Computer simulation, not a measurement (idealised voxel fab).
process module | voxel tone inversion
cross-section cut | 175 nm wide | cells 5 nm
A cross-section is a grid of square cells, given in bands from the top down. A band is one or more rows of cells.
Each band's line starts with the height of the band's top and of its bottom, in nm. Then come its materials from left to right, each with its width in nm. One material with "throughout" fills the band from edge to edge. "air" is empty space.
Height 0 is the level under which the wafer as received is all one material. The lowest band goes on downwards, as in "0 down".
A width such as "30 to 40" changes by the same amount from each row of cells to the next, from the band's top row to its bottom row.
"no change" after a step means that no cell of the cross-section changed.
closed voids: empty space of 8 cells or more with no open way to the top, each as width x height at its distance from the left edge, in nm
after a step's settings: what the simulator itself notes on the step
overlay nm, on a step with a mask: how far to the right of its planned place the mask lay; to the left if negative
plan
1 op RECEIVE | material Si
2 op CONFORMAL_DEP | material SiCN | thk nm 10
3 op DIRECTIONAL_DEP | material polySi | thk nm 25
4 op PATTERN | tone cover | mask id POSTS | material resist | width nm 25 | pitch nm 50 | thk nm 35 | overlay nm 0
5 op DIRECTIONAL_ETCH | etch materials polySi | depth nm 25
6 op STRIP | etch materials resist
7 op FILL_DEP | material SiO2 | thk nm 10
8 op CMP | height nm 35
9 op STRIP | etch materials polySi
10 op CONFORMAL_DEP | material TiN | thk nm 5
11 op FILL_DEP | material Cu | thk nm 10
12 op CMP | height nm 35
13 op CONFORMAL_DEP | material SiCN | thk nm 5
as received, after step 1
  0 down: Si throughout
  closed voids: none
first wafer at the end, as planned
  40 to 35: SiCN throughout
  35 to 15: SiO2 25 | TiN 5 | Cu 15 | TiN 5 | SiO2 25 | TiN 5 | Cu 15 | TiN 5 | SiO2 25 | TiN 5 | Cu 15 | TiN 5 | SiO2 25
  15 to 10: SiO2 25 | TiN 25 | SiO2 25 | TiN 25 | SiO2 25 | TiN 25 | SiO2 25
  10 to 0: SiCN throughout
  0 down: Si throughout
  closed voids: none
second wafer at the end: like start, like plan, one mistake
  40 to 35: SiCN throughout
  35 to 15: SiO2 30 | TiN 5 | Cu 10 | TiN 5 | SiO2 30 | TiN 5 | Cu 10 | TiN 5 | SiO2 30 | TiN 5 | Cu 10 | TiN 5 | SiO2 25
  15 to 10: SiO2 30 | TiN 20 | SiO2 30 | TiN 20 | SiO2 30 | TiN 20 | SiO2 25
  10 to 0: SiCN throughout
  0 down: Si throughout
  closed voids: none
what went wrong: step 4 ran as: op PATTERN | tone cover | mask id POSTS | material resist | width nm 20 | pitch nm 50 | thk nm 35 | overlay nm 0
at the end the second wafer has, in cells: 12 fewer of Cu | 15 more of SiO2 | 3 fewer of TiN
